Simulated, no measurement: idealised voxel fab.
process module | voxel self aligned contacts
cross-section cut | 215 nm wide | cells 5 nm
A cross-section is a grid of square cells, given in bands from the top down. A band is one or more rows of cells.
Each band's line starts with the height of the band's top and of its bottom, in nm. Then come its materials from left to right, each with its width in nm. One material with "throughout" fills the band from edge to edge. "air" is empty space.
Height 0 is the level under which the wafer as received is all one material. The lowest band goes on downwards, as in "0 down".
A width such as "30 to 40" changes by the same amount from each row of cells to the next, from the band's top row to its bottom row.
"no change" after a step means that no cell of the cross-section changed.
closed voids: empty space of 8 cells or more with no open way to the top, each as width x height at its distance from the left edge, in nm
after a step's settings: what the simulator itself notes on the step
overlay nm, on a step with a mask: how far to the right of its planned place the mask lay; to the left if negative
plan
1 op RECEIVE | material Si
2 op CONFORMAL_DEP | material SiO2 | thk nm 5
3 op DIRECTIONAL_DEP | material polySi | thk nm 20
4 op DIRECTIONAL_DEP | material SiN | thk nm 25
5 op PATTERN | tone cover | mask id GATE | material resist | width nm 25 | pitch nm 60 | thk nm 15 | overlay nm 0
6 op DIRECTIONAL_ETCH | etch materials SiN | depth nm 25
7 op DIRECTIONAL_ETCH | etch materials polySi | depth nm 20
8 op STRIP | etch materials resist
9 op CONFORMAL_DEP | material SiN | thk nm 10
10 op DIRECTIONAL_ETCH | etch materials SiN | depth nm 10
11 op FILL_DEP | material SiO2 | thk nm 15
12 op CMP | height nm 60
13 op DIRECTIONAL_DEP | material aC | thk nm 15
14 op PATTERN | tone open | mask id CONTACT | material resist | width nm 45 | pitch nm 60 | thk nm 30 | overlay nm 0
15 op DIRECTIONAL_ETCH | etch materials aC | depth nm 15
16 op STRIP | etch materials resist
17 op DIRECTIONAL_ETCH | etch materials SiO2 | depth nm 60
18 op STRIP | etch materials aC
19 op CONFORMAL_DEP | material TiN | thk nm 5
20 op FILL_DEP | material W | thk nm 5
21 op CMP | height nm 60
22 op CONFORMAL_DEP | material SiCN | thk nm 5
as received, after step 1
  0 down: Si throughout
  closed voids: none
first wafer at the end, as planned
  65 to 60: SiCN throughout
  60 to 50: SiO2 55 | TiN 5 to 20 | W 35 to 5 | TiN 5 to 20 | SiO2 15 | TiN 5 to 20 | W 35 to 5 | TiN 5 to 20 | SiO2 55
  50 to 25: SiO2 25 | SiN 45 | TiN 5 | W 5 | TiN 5 | SiN 45 | TiN 5 | W 5 | TiN 5 | SiN 45 | SiO2 25
  25 to 5: SiO2 25 | SiN 10 | polySi 25 | SiN 10 | TiN 5 | W 5 | TiN 5 | SiN 10 | polySi 25 | SiN 10 | TiN 5 | W 5 | TiN 5 | SiN 10 | polySi 25 | SiN 10 | SiO2 25
  5 to 0: SiO2 70 | TiN 15 | SiO2 45 | TiN 15 | SiO2 70
  0 down: Si throughout
  closed voids: none
second wafer at the end: like start, like plan, one mistake
  65 to 60: SiCN throughout
  60 to 50: SiO2 55 | TiN 5 | W 35 | TiN 5 | SiO2 15 | TiN 5 | W 35 | TiN 5 | SiO2 55
  50 to 45: SiO2 55 | TiN 20 | W 5 | TiN 20 | SiO2 15 | TiN 20 | W 5 | TiN 20 | SiO2 55
  45 to 20: SiO2 25 | SiN 45 | TiN 5 | W 5 | TiN 5 | SiN 45 | TiN 5 | W 5 | TiN 5 | SiN 45 | SiO2 25
  20 to 5: SiO2 25 | SiN 10 | polySi 25 | SiN 10 | TiN 5 | W 5 | TiN 5 | SiN 10 | polySi 25 | SiN 10 | TiN 5 | W 5 | TiN 5 | SiN 10 | polySi 25 | SiN 10 | SiO2 25
  5 to 0: SiO2 25 | SiN 10 | polySi 25 | SiN 10 | TiN 15 | SiN 10 | polySi 25 | SiN 10 | TiN 15 | SiN 10 | polySi 25 | SiN 10 | SiO2 25
  0 down: Si throughout
  closed voids: none
what went wrong: step 2 was left out
at the end the second wafer has, in cells: 12 fewer of SiO2 | 12 more of W
